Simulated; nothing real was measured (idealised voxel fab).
Proc. module: voxel ribs on slabs
In the cross-section labelled cut, the width is 260 nm and each square cell is 5 nm.
Cross-section, as written here: a square-cell grid given band by band from the top down, where a band holds one or more rows of cells.
What a band's entry tells you: where the top is and where the bottom is, as heights in nm, and after that what lies inside, material by material from left to right, each with its width in nm. Empty space is written as the word "empty", and a single material marked with the word "throughout" occupies the band from edge to edge.
Ref level 0: as-received wafer is one material below here. Bottom band extends down with no lower bound ("top 0, no bottom").
The two numbers in a width such as "30..40" mark its ends across the band: the first belongs to the top row of cells, the second to the bottom row, and from each row to the next the width moves by the same amount.
Step marked "nothing was modified"? Then no cell in the cross-section changed in it.
"Unvented cavities" contains a list of empty spaces, each no smaller than 8 cells and without an open way to the top, written in the form width x height at distance with the distance from the left edge and all three in nm.
Text after the settings on a step's line: the simulator's own remark on that step.
Each step line may optionally specify "overlay nm", which for a step with a mask gives the rightward distance between the mask's planned place and where it lay, a negative value indicating the leftward direction.

Below is the list of planned process steps
1: op RECEIVE | material Si
2: op DIRECTIONAL_DEP | material SiO2 | thk nm 20
3: op DIRECTIONAL_DEP | material SiN | thk nm 15
4: op PATTERN | tone cover | mask id RIB | material resist | width nm 15 | thk nm 15 | overlay nm 0
5: op DIRECTIONAL_ETCH | etch materials SiN | depth nm 5
6: op STRIP | etch materials resist
7: op DIRECTIONAL_DEP | material aC | thk nm 10
8: op PATTERN | tone cover | mask id SLAB | material resist | width nm 65 | thk nm 30 | overlay nm 0
9: op DIRECTIONAL_ETCH | etch materials aC | depth nm 10
10: op STRIP | etch materials resist
11: op DIRECTIONAL_ETCH | etch materials SiN | depth nm 10
12: op STRIP | etch materials aC
13: op FILL_DEP | material SiO2 | thk nm 15
14: op CMP | height nm 45
15: op DIRECTIONAL_DEP | material TiN | thk nm 5
16: op DIRECTIONAL_DEP | material aC | thk nm 10
17: op PATTERN | tone cover | mask id HEATER | material resist | width nm 25 | thk nm 25 | overlay nm 0
18: op DIRECTIONAL_ETCH | etch materials aC | depth nm 10
19: op STRIP | etch materials resist
20: op DIRECTIONAL_ETCH | etch materials TiN | depth nm 5
21: op STRIP | etch materials aC
22: op CONFORMAL_DEP | material SiO2 | thk nm 10
It is noted that the wafers described herein are identical at the outset and are distinguished by the width nm of step 4; the value stated in the plan corresponds to the first wafer.

The first of several wafers in cross-section, exactly as it reached us after step 1
> top 0, no bottom = Si throughout
> Unvented cavities: none

Per-wafer rows below. For each material: cells gained (+) or lost (-) since the wafer was received, as of end of module. Then: closed voids
width nm 15 | +29 SiN | +547 SiO2 | +5 TiN | Unvented cavities: none
width nm 20 | +30 SiN | +546 SiO2 | +5 TiN | Unvented cavities: none
width nm 25 | +31 SiN | +545 SiO2 | +5 TiN | Unvented cavities: none
width nm 30 | +32 SiN | +544 SiO2 | +5 TiN | Unvented cavities: none
